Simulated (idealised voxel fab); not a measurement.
process module | voxel released beams
cross-section cut | 295 nm wide | cells 5 nm
A cross-section is a grid of square cells, given in bands from the top down. A band is one or more rows of cells.
Each band's line starts with the height of the band's top and of its bottom, in nm. Then come its materials from left to right, each with its width in nm. One material with "throughout" fills the band from edge to edge. "air" is empty space.
Height 0 is the level under which the wafer as received is all one material. The lowest band goes on downwards, as in "0 down".
A width such as "30 to 40" changes by the same amount from each row of cells to the next, from the band's top row to its bottom row.
"no change" after a step means that no cell of the cross-section changed.
closed voids: empty space of 8 cells or more with no open way to the top, each as width x height at its distance from the left edge, in nm
after a step's settings: what the simulator itself notes on the step
overlay nm, on a step with a mask: how far to the right of its planned place the mask lay; to the left if negative
plan
1 op RECEIVE | material Si
2 op CONFORMAL_DEP | material Al2O3 | thk nm 5
3 op DIRECTIONAL_DEP | material SiO2 | thk nm 15
4 op DIRECTIONAL_DEP | material aC | thk nm 15
5 op PATTERN | tone open | mask id ANCHOR | material resist | width nm 40 | thk nm 35 | overlay nm 0
6 op DIRECTIONAL_ETCH | etch materials aC | depth nm 15
7 op STRIP | etch materials resist
8 op DIRECTIONAL_ETCH | etch materials SiO2 | depth nm 15
9 op STRIP | etch materials aC
10 op CONFORMAL_DEP | material SiN | thk nm 15
11 op DIRECTIONAL_DEP | material aC | thk nm 15
12 op PATTERN | tone cover | mask id BEAM | material resist | width nm 95 | thk nm 30 | overlay nm 0
13 op DIRECTIONAL_ETCH | etch materials aC | depth nm 15
14 op STRIP | etch materials resist
15 op DIRECTIONAL_ETCH | etch materials SiN | depth nm 15
16 op STRIP | etch materials aC
17 op STRIP | etch materials SiO2
first wafer, as planned
as received, after step 1
  0 down: Si throughout
  closed voids: none
after step 2
  5 to 0: Al2O3 throughout
  below 0: unchanged
after step 3
  20 to 5: SiO2 throughout
  below 5: unchanged
after step 4
  35 to 20: aC throughout
  below 20: unchanged
after step 5
  70 to 35: resist 100 | air 40 | resist 155
  below 35: unchanged
after step 6
  55 to 35: resist 100 | air 40 | resist 155
  35 to 20: aC 100 | air 40 | aC 155
  below 20: unchanged
after step 7
  35 to 20: aC 100 | air 40 | aC 155
  below 20: unchanged
after step 8
  35 to 20: aC 100 | air 40 | aC 155
  20 to 5: SiO2 100 | air 40 | SiO2 155
  below 5: unchanged
after step 9
  20 to 5: SiO2 100 | air 40 | SiO2 155
  below 5: unchanged
after step 10
  35 to 20: SiN 115 | air 10 | SiN 170
  20 to 5: SiO2 100 | SiN 40 | SiO2 155
  below 5: unchanged
after step 11
  50 to 35: aC 115 | air 10 | aC 170
  35 to 20: SiN 115 | aC 10 | SiN 170
  below 20: unchanged
after step 12
  80 to 50: air 95 | resist 95 | air 105
  50 to 35: aC 115 | resist 10 | aC 170
  below 35: unchanged
after step 13
  65 to 50: air 95 | resist 95 | air 105
  50 to 35: air 95 | aC 20 | resist 10 | aC 65 | air 105
  below 35: unchanged
after step 14
  50 to 35: air 95 | aC 20 | air 10 | aC 65 | air 105
  below 35: unchanged
after step 15
  50 to 35: air 95 | aC 20 | air 10 | aC 65 | air 105
  35 to 20: air 95 | SiN 20 | aC 10 | SiN 65 | air 105
  below 20: unchanged
after step 16
  35 to 20: air 95 | SiN 20 | air 10 | SiN 65 | air 105
  below 20: unchanged
after step 17
  35 to 20: air 95 | SiN 20 | air 10 | SiN 65 | air 105
  20 to 5: air 100 | SiN 40 | air 155
  below 5: unchanged
second wafer: like start, like plan, one mistake. Through step 14 it matches the first wafer
when step 15 should have ended
  50 to 35: air 95 | aC 20 | air 10 | aC 65 | air 105
  35 to 30: air 95 | SiN 20 | aC 10 | SiN 65 | air 105
  below 30: unchanged
when step 16 should have ended
  35 to 30: air 95 | SiN 20 | air 10 | SiN 65 | air 105
  30 to 20: SiN 115 | air 10 | SiN 170
  below 20: unchanged
when step 17 should have ended: no change
what went wrong: step 15 ran as: op DIRECTIONAL_ETCH | etch materials SiN | depth nm 5
at the end the second wafer has, in cells: 80 more of SiN | 153 more of SiO2
